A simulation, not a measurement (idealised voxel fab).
process module | voxel trench capacitor
cross-section cut | 195 nm wide | cells 5 nm
A cross-section is a grid of square cells, given in bands from the top down. A band is one or more rows of cells.
Each band's line starts with the height of the band's top and of its bottom, in nm. Then come its materials from left to right, each with its width in nm. One material with "throughout" fills the band from edge to edge. "air" is empty space.
Height 0 is the level under which the wafer as received is all one material. The lowest band goes on downwards, as in "0 down".
A width such as "30 to 40" changes by the same amount from each row of cells to the next, from the band's top row to its bottom row.
"no change" after a step means that no cell of the cross-section changed.
closed voids: empty space of 8 cells or more with no open way to the top, each as width x height at its distance from the left edge, in nm
after a step's settings: what the simulator itself notes on the step
overlay nm, on a step with a mask: how far to the right of its planned place the mask lay; to the left if negative
plan
1 op RECEIVE | material Si
2 op CONFORMAL_DEP | material SiN | thk nm 10
3 op PATTERN | tone open | mask id TRENCH | material resist | width nm 25 | pitch nm 45 | thk nm 15 | overlay nm -15
4 op DIRECTIONAL_ETCH | etch materials SiN | depth nm 10
5 op DIRECTIONAL_ETCH | etch materials Si | depth nm 30
6 op STRIP | etch materials resist
7 op CONFORMAL_DEP | material Al2O3 | thk nm 5
8 op CONFORMAL_DEP | material TiN | thk nm 5
9 op FILL_DEP | material W | thk nm 5
10 op CMP | height nm 10
varied across the wafers: overlay nm of step 3. The plan shows the first wafer's value. All wafers start alike
first wafer as received, after step 1
  0 down: Si throughout
  closed voids: none
first wafer at the end, after step 10
  10 to 0: SiN 25 | Al2O3 5 | TiN 5 | W 5 | TiN 5 | Al2O3 5 | SiN 20 | Al2O3 5 | TiN 5 | W 5 | TiN 5 | Al2O3 5 | SiN 20 | Al2O3 5 | TiN 5 | W 5 | TiN 5 | Al2O3 5 | SiN 55
  0 to -20: Si 25 | Al2O3 5 | TiN 5 | W 5 | TiN 5 | Al2O3 5 | Si 20 | Al2O3 5 | TiN 5 | W 5 | TiN 5 | Al2O3 5 | Si 20 | Al2O3 5 | TiN 5 | W 5 | TiN 5 | Al2O3 5 | Si 55
  -20 to -25: Si 25 | Al2O3 5 | TiN 15 | Al2O3 5 | Si 20 | Al2O3 5 | TiN 15 | Al2O3 5 | Si 20 | Al2O3 5 | TiN 15 | Al2O3 5 | Si 55
  -25 to -30: Si 25 | Al2O3 25 | Si 20 | Al2O3 25 | Si 20 | Al2O3 25 | Si 55
  -30 down: Si throughout
  closed voids: none
last wafer at the end
  10 to 0: SiN 55 | Al2O3 5 | TiN 5 | W 5 | TiN 5 | Al2O3 5 | SiN 20 | Al2O3 5 | TiN 5 | W 5 | TiN 5 | Al2O3 5 | SiN 20 | Al2O3 5 | TiN 5 | W 5 | TiN 5 | Al2O3 5 | SiN 25
  0 to -20: Si 55 | Al2O3 5 | TiN 5 | W 5 | TiN 5 | Al2O3 5 | Si 20 | Al2O3 5 | TiN 5 | W 5 | TiN 5 | Al2O3 5 | Si 20 | Al2O3 5 | TiN 5 | W 5 | TiN 5 | Al2O3 5 | Si 25
  -20 to -25: Si 55 | Al2O3 5 | TiN 15 | Al2O3 5 | Si 20 | Al2O3 5 | TiN 15 | Al2O3 5 | Si 20 | Al2O3 5 | TiN 15 | Al2O3 5 | Si 25
  -25 to -30: Si 55 | Al2O3 25 | Si 20 | Al2O3 25 | Si 20 | Al2O3 25 | Si 25
  -30 down: Si throughout
  closed voids: none
each wafer at the end: cells of each material gained (+) or lost (-) since it was received, then its closed voids
overlay nm -15 | +57 Al2O3 | -90 Si | +48 SiN | +45 TiN | +18 W | closed voids: none
overlay nm -10 | +57 Al2O3 | -90 Si | +48 SiN | +45 TiN | +18 W | closed voids: none
overlay nm -5 | +57 Al2O3 | -90 Si | +48 SiN | +45 TiN | +18 W | closed voids: none
overlay nm 0 | +57 Al2O3 | -90 Si | +48 SiN | +45 TiN | +18 W | closed voids: none
overlay nm 5 | +57 Al2O3 | -90 Si | +48 SiN | +45 TiN | +18 W | closed voids: none
overlay nm 10 | +57 Al2O3 | -90 Si | +48 SiN | +45 TiN | +18 W | closed voids: none
overlay nm 15 | +57 Al2O3 | -90 Si | +48 SiN | +45 TiN | +18 W | closed voids: none
